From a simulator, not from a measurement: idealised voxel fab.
This is a process module. Its name is voxel released beams.
Cross-sectional view cut (width: 250 nm; square cell size: 5 nm).
For the purposes of this document, a cross-section shall be understood as a grid of square cells, specified as bands listed in top-to-bottom order, each band consisting of one or more rows of cells.
Band: top height; bottom height; in nm. Then, left to right: material with width in nm, for each material. "all across": a single material spanning edge to edge. "empty": empty space.
Height reference: 0 = level under which incoming wafer is all one material. Lowest band: no bottom, runs on downward, e.g. "0..down".
Per-row width for "30->40": begins at first number (top row of band), ends at second number (bottom row), increment between rows held constant.
Where the words "changes: none" appear for a step, the cross-section shows no cell changed by that step; every cell remained as before.
Entry "Voids lacking openings". Content: empty spaces with no open connection to the top, size 8 cells or greater. Each: width x height at distance. Distance: from left edge. Unit: nm.
Post-settings text on a step line: simulator's own remark regarding the step.
Among the settings permitted on a step's line is "overlay nm"; applied to a step with a mask, it specifies the extent to which the mask lay to the right of its planned position, whereas a negative figure signifies a position to the left.

## List of planned process steps
1) op RECEIVE | material Si
2) op CONFORMAL_DEP | material Al2O3 | thk nm 10
3) op DIRECTIONAL_DEP | material SiO2 | thk nm 15
4) op MASKED_ETCH | tone open | mask id ANCHOR | width nm 25 | etch materials SiO2 | depth nm 15 | overlay nm 0
5) op CONFORMAL_DEP | material W | thk nm 10
6) op DIRECTIONAL_DEP | material aC | thk nm 15
7) op PATTERN | tone cover | mask id BEAM | material resist | width nm 110 | thk nm 30 | overlay nm 0
8) op DIRECTIONAL_ETCH | etch materials aC | depth nm 15
9) op STRIP | etch materials resist
10) op DIRECTIONAL_ETCH | etch materials W | depth nm 10
11) op STRIP | etch materials aC
12) op STRIP | etch materials SiO2

## This is the cross-section of the wafer as we received it, i.e. after step 1
    0..down: Si all across
    Voids lacking openings: none

## What the wafer looks like in cross-section after this module, when it starts as shown above and follows the plan above but one mistake is made in running it
    35..25: empty 65 nm, then W 110 nm, then empty 75 nm
    25..10: empty 75 nm, then W 15 nm, then empty 160 nm
    10..0: Al2O3 all across
    0..down: Si all across
    Voids lacking openings: none
Deviation from plan: step 4, actual vs plan mismatch, actual run op MASKED_ETCH | tone open | mask id ANCHOR | width nm 15 | etch materials SiO2 | depth nm 15 | overlay nm 0
